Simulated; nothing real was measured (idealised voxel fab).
voxel released beams: a process module
In the cross-section labelled cut, the width is 255 nm and each square cell is 5 nm.
Cross-section = grid of square cells, listed top down in bands; band = one or more rows.
Band: top height; bottom height; in nm. Then, left to right: material with width in nm, for each material. "throughout": a single material spanning edge to edge. "blank": empty space.
Where do heights start? At 0: under that level the wafer as delivered is made of one material only. And the lowest band has no floor; it just carries on downward, as in "0 nm and below".
Top row gets the first number, bottom row gets the second, and each row in between changes by the same step: that is how a band width like "30 to 40" works.
Given "remains unaltered" for a step, no cell of the cross-section differs between before and after that step.
For the entry "Voids lacking openings", the listed items are empty spaces with no open way to the top whose size is 8 cells or more; each item follows the pattern width x height at distance, where distance is from the left edge and all three are in nm.
Past the settings on a step's line: simulator remark, on that step.
The "overlay nm" setting may appear on a step's line; for a step that uses a mask, it gives how far to the right of its planned position the mask lay, and a negative value indicates the left.

Steps planned for the process
1: op RECEIVE | material Si
2: op CONFORMAL_DEP | material Al2O3 | thk nm 5
3: op DIRECTIONAL_DEP | material SiO2 | thk nm 20
4: op PATTERN | tone open | mask id ANCHOR | material resist | width nm 35 | thk nm 20 | overlay nm -15
5: op DIRECTIONAL_ETCH | etch materials SiO2 | depth nm 20
6: op STRIP | etch materials resist
7: op CONFORMAL_DEP | material SiN | thk nm 15
8: op MASKED_ETCH | tone cover | mask id BEAM | width nm 120 | etch materials SiN | depth nm 15 | overlay nm 0
9: op STRIP | etch materials SiO2
Among the wafers covered here, the point of difference is the overlay nm at step 4; their starting state is shared, and the plan presents the value of the first wafer.

Cross-section: the first of several wafers in its as-received state, i.e. following step 1
0 nm and below = Si throughout
Voids lacking openings: none

Per-wafer rows below. For each material: cells gained (+) or lost (-) since the wafer was received, as of end of module. Then: closed voids
overlay nm -15; +51 Al2O3; +96 SiN; Voids lacking openings: none
overlay nm -10; +51 Al2O3; +96 SiN; Voids lacking openings: none
overlay nm -5; +51 Al2O3; +96 SiN; Voids lacking openings: none
overlay nm 0; +51 Al2O3; +96 SiN; Voids lacking openings: none
overlay nm 5; +51 Al2O3; +96 SiN; Voids lacking openings: none
overlay nm 10; +51 Al2O3; +96 SiN; Voids lacking openings: none
overlay nm 15; +51 Al2O3; +96 SiN; Voids lacking openings: none
